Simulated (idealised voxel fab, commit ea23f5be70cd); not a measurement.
Process module, titled voxel air gaps
The figure presents cross-section cut, which has a width of 210 nm and is divided into square cells with an edge length of 5 nm.
Format of a cross-section: grid, square cells. Given as bands. Order: top down. Band: one or more rows of cells.
It is stipulated that each band's entry specify, in nanometres, the height of the top of the band and then that of its bottom, followed by the materials of the band in left-to-right sequence, each together with its width in nanometres. A single material marked by the word "all across" is understood to fill the band from edge to edge; the word "blank" is understood to denote empty space.
Basically, 0 is our baseline, since under it the wafer straight out of the box is all one material. The bottom band has no lower end and keeps on going down, so it looks like "0..down".
You'd read "30 to 40" like this: the band's top row of cells is as wide as the first number, its bottom row is as wide as the second, and going down, every row changes width by the same amount as the row before did.
It should be understood that the words "no modifications", when stated for a given step, signify that the cross-section underwent no change in any of its cells during that step.
The list in "Unvented internal voids" covers empty spaces of 8 cells or more that cannot reach the top through any open way, and it gives each as width x height at distance; the distance is from the left edge, and width, height and distance are in nm.
Whatever follows a step's settings on its line is a remark the simulator itself makes about that step.
You can add "overlay nm" to a step's line. For a step with a mask, it describes how far the mask lay to the right of its planned position, and a negative number describes a lay to the left.
# So here's the lineup of process steps we planned
1) RECEIVE (material Si)
2) CONFORMAL_DEP (material SiO2; thk nm 10)
3) CONFORMAL_DEP (material SiN; thk nm 5)
4) DIRECTIONAL_DEP (material lowk; thk nm 35)
5) DIRECTIONAL_DEP (material aC; thk nm 15)
6) PATTERN (tone open; mask id LINES; material resist; width nm 15; pitch nm 45; thk nm 30; overlay nm 0)
7) DIRECTIONAL_ETCH (etch materials aC; depth nm 15)
8) STRIP (etch materials resist)
9) DIRECTIONAL_ETCH (etch materials lowk; depth nm 35)
10) STRIP (etch materials aC)
11) CONFORMAL_DEP (material TiN; thk nm 5)
12) FILL_DEP (material Ru; thk nm 5)
13) CMP (height nm 50)
14) EPI (material Ru; thk nm 10)
15) SELECTIVE_ETCH (etch materials lowk; depth nm 45)
16) CONFORMAL_DEP (material SiCN; thk nm 5)
# Here's what the wafer looked like in cross-section when it arrived - that's after step 1
- 0..down | Si all across
- Unvented internal voids: none
# Final cross-section, module run with one mistake (start and plan as above)
- 65..60 | SiCN all across
- 60..50 | Ru all across
- 50..45 | 35 of TiN / 5 of Ru / 40 of TiN / 5 of Ru / 40 of TiN / 5 of Ru / 40 of TiN / 5 of Ru / 35 of TiN
- 45..15 | 30 of lowk / 5 of TiN / 5 of Ru / 5 of TiN / 30 of lowk / 5 of TiN / 5 of Ru / 5 of TiN / 30 of lowk / 5 of TiN / 5 of Ru / 5 of TiN / 30 of lowk / 5 of TiN / 5 of Ru / 5 of TiN / 30 of lowk
- 15..10 | 30 of lowk / 15 of TiN / 30 of lowk / 15 of TiN / 30 of lowk / 15 of TiN / 30 of lowk / 15 of TiN / 30 of lowk
- 10..0 | SiO2 all across
- 0..down | Si all across
- Unvented internal voids: none
Which mistake was made when the wafer was run? with respect to the plan, step 3 was omitted and not executed
